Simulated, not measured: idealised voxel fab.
voxel plated lines: a process module
cross-section cut | 270 nm wide | cells 5 nm
When this document writes out a cross-section, it uses a grid of square cells and lists it as bands, beginning at the top and moving down, with a band standing for one or more rows of cells.
Within each band entry, the heights of the top and of the bottom of the band appear first, in that order and in nm; the materials of the band then follow from left to right, each with its corresponding width in nm. The designation "throughout" on a single material indicates that it fills the band from edge to edge; the designation "blank" indicates empty space.
A quick word on heights: they are counted from 0, and under that level the wafer as it came to us is one material throughout. The lowest band is different from the rest in having no bottom; it simply continues downward, written as in "z 0 and below".
A width such as "30->40" changes by the same amount from each row of cells to the next, from the band's top row to its bottom row.
"no alterations made" (step): cross-section cells unchanged, all of them.
Enclosed voids (no open way to top), threshold 8 cells or more, entry "Catalogued sealed voids", notation width x height at distance, distance from left edge, nm.
Where a step's line continues beyond its settings, the continuation is a remark by the simulator itself on that step.
On any step carrying a mask, the "overlay nm" setting, if present on the step's line, tells how far right of its planned place the mask lay; negative values point to the left.

LISTED BELOW ARE THE PROCESS STEPS AS PLANNED
1,RECEIVE | material Si
2,CONFORMAL_DEP | material SiO2 | thk nm 10
3,DIRECTIONAL_DEP | material TiN | thk nm 5
4,PATTERN | tone open | mask id LINES | material resist | width nm 25 | pitch nm 40 | thk nm 20 | overlay nm -15
5,EPI | material Ru | thk nm 5
6,STRIP | etch materials resist
7,DIRECTIONAL_ETCH | etch materials TiN | depth nm 5
8,CONFORMAL_DEP | material SiN | thk nm 5
Keep in mind the plan's value for the overlay nm of step 4 comes from the first wafer; the wafers don't share that setting, but they do share the same starting point.

INCOMING STATE OF THE FIRST OF SEVERAL WAFERS IN CROSS-SECTION: AFTER STEP 1
  z 0 and below | Si throughout
  Catalogued sealed voids: none

THE FIGURE BELOW PRESENTS A CROSS-SECTION OF THE FIRST OF SEVERAL WAFERS AT THE CONCLUSION OF THE MODULE, FOLLOWING ITS LAST STEP, STEP 8
  z 25 to 20 | blank 60 nm; SiN 35 nm; blank 5 nm; SiN 35 nm; blank 5 nm; SiN 35 nm; blank 95 nm
  z 20 to 15 | blank 60 nm; SiN 5 nm; Ru 25 nm; SiN 5 nm; blank 5 nm; SiN 5 nm; Ru 25 nm; SiN 5 nm; blank 5 nm; SiN 5 nm; Ru 25 nm; SiN 5 nm; blank 95 nm
  z 15 to 10 | SiN 65 nm; TiN 25 nm; SiN 15 nm; TiN 25 nm; SiN 15 nm; TiN 25 nm; SiN 100 nm
  z 10 to 0 | SiO2 throughout
  z 0 and below | Si throughout
  Catalogued sealed voids: none

FINAL WAFER CROSS-SECTION AT MODULE END
  z 25 to 20 | blank 90 nm; SiN 35 nm; blank 5 nm; SiN 35 nm; blank 5 nm; SiN 35 nm; blank 65 nm
  z 20 to 15 | blank 90 nm; SiN 5 nm; Ru 25 nm; SiN 5 nm; blank 5 nm; SiN 5 nm; Ru 25 nm; SiN 5 nm; blank 5 nm; SiN 5 nm; Ru 25 nm; SiN 5 nm; blank 65 nm
  z 15 to 10 | SiN 95 nm; TiN 25 nm; SiN 15 nm; TiN 25 nm; SiN 15 nm; TiN 25 nm; SiN 70 nm
  z 10 to 0 | SiO2 throughout
  z 0 and below | Si throughout
  Catalogued sealed voids: none

BELOW: A ROW PER WAFER. CONTENTS AT END OF MODULE: FOR EVERY MATERIAL, CELLS GAINED SINCE RECEIPT (+) OR LOST SINCE RECEIPT (-); THEN CLOSED VOIDS
overlay nm -15; +15 Ru; +66 SiN; +108 SiO2; +15 TiN; Catalogued sealed voids: none
overlay nm -10; +15 Ru; +66 SiN; +108 SiO2; +15 TiN; Catalogued sealed voids: none
overlay nm -5; +15 Ru; +66 SiN; +108 SiO2; +15 TiN; Catalogued sealed voids: none
overlay nm 0; +15 Ru; +66 SiN; +108 SiO2; +15 TiN; Catalogued sealed voids: none
overlay nm 5; +15 Ru; +66 SiN; +108 SiO2; +15 TiN; Catalogued sealed voids: none
overlay nm 10; +15 Ru; +66 SiN; +108 SiO2; +15 TiN; Catalogued sealed voids: none
overlay nm 15; +15 Ru; +66 SiN; +108 SiO2; +15 TiN; Catalogued sealed voids: none
